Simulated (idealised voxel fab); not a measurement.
This section sets out a process module, namely voxel self aligned vias.
Shown is cross-section cut, with a width of 210 nm and square cells of size 5 nm.
A cross-section in this document is a grid of square cells, and it is written down as bands, the top band listed before the ones below it; a band is made up of one or more rows of cells.
It is stipulated that each band's entry specify, in nanometres, the height of the top of the band and then that of its bottom, followed by the materials of the band in left-to-right sequence, each together with its width in nanometres. A single material marked by the word "all across" is understood to fill the band from edge to edge; the word "blank" is understood to denote empty space.
Below 0: as-received wafer, all one material; heights counted from there. Lowest band: no bottom, goes on down, written "0 nm and below".
You'd read "30..40" like this: the band's top row of cells is as wide as the first number, its bottom row is as wide as the second, and going down, every row changes width by the same amount as the row before did.
"nothing was modified" after a step means that no cell of the cross-section changed.
Empty spaces counting at least 8 cells and having no open way to the top are listed in "Closed cavity list". The notation width x height at distance is used for each, the distance being from the left edge and all three values in nm.
That trailing text on a step's line, after the settings, is the simulator's own remark on the step.
"overlay nm" denotes, for a step that has a mask, the displacement of the mask to the right of its planned place, with negative values corresponding to the left.

Process steps - plan
- 1: RECEIVE,material Si
- 2: CONFORMAL_DEP,material SiO2,thk nm 10
- 3: CONFORMAL_DEP,material SiCN,thk nm 5
- 4: DIRECTIONAL_DEP,material lowk,thk nm 25
- 5: PATTERN,tone open,mask id LINES,material resist,width nm 25,pitch nm 55,thk nm 15,overlay nm 0
- 6: DIRECTIONAL_ETCH,etch materials lowk,depth nm 25
- 7: STRIP,etch materials resist
- 8: CONFORMAL_DEP,material TiN,thk nm 5
- 9: FILL_DEP,material Ru,thk nm 5
- 10: CMP,height nm 40
- 11: SELECTIVE_ETCH,etch materials W Ru TiN,depth nm 10
- 12: FILL_DEP,material SiN,thk nm 5
- 13: CMP,height nm 40
- 14: DIRECTIONAL_DEP,material lowk,thk nm 20
- 15: MASKED_ETCH,tone open,mask id VIAS,width nm 35,pitch nm 55,etch materials lowk,depth nm 20,overlay nm 0
- 16: MASKED_ETCH,tone open,mask id VIAS,width nm 35,pitch nm 55,etch materials SiN,depth nm 10,overlay nm 0
- 17: CONFORMAL_DEP,material TiN,thk nm 5
- 18: FILL_DEP,material Ru,thk nm 5
- 19: CMP,height nm 60
- 20: CONFORMAL_DEP,material SiN,thk nm 5

Cross-section of the wafer upon arrival, representing the state reached after step 1
  0 nm and below = Si all across
  Closed cavity list: none

Module complete, cross-section. Starting point and plan per above. One mistake made in running the module
  65 nm to 60 nm = SiN all across
  60 nm to 45 nm = 30 nm lowk  5 nm TiN  25 nm Ru  5 nm TiN  20 nm lowk  5 nm TiN  25 nm Ru  5 nm TiN  20 nm lowk  5 nm TiN  25 nm Ru  5 nm TiN  35 nm lowk
  45 nm to 40 nm = 30 nm lowk  35 nm TiN  20 nm lowk  35 nm TiN  20 nm lowk  35 nm TiN  35 nm lowk
  40 nm to 30 nm = 30 nm SiN  5 nm TiN  25 nm lowk  5 nm TiN  20 nm SiN  5 nm TiN  25 nm lowk  5 nm TiN  20 nm SiN  5 nm TiN  25 nm lowk  5 nm TiN  35 nm SiN
  30 nm to 20 nm = 30 nm Ru  5 nm TiN  25 nm lowk  5 nm TiN  20 nm Ru  5 nm TiN  25 nm lowk  5 nm TiN  20 nm Ru  5 nm TiN  25 nm lowk  5 nm TiN  35 nm Ru
  20 nm to 15 nm = 35 nm TiN  25 nm lowk  30 nm TiN  25 nm lowk  30 nm TiN  25 nm lowk  40 nm TiN
  15 nm to 10 nm = SiCN all across
  10 nm to 0 nm = SiO2 all across
  0 nm and below = Si all across
  Closed cavity list: none
Here's what went sideways: off-plan run, step 5, actual operation and settings PATTERN,tone cover,mask id LINES,material resist,width nm 25,pitch nm 55,thk nm 15,overlay nm 0
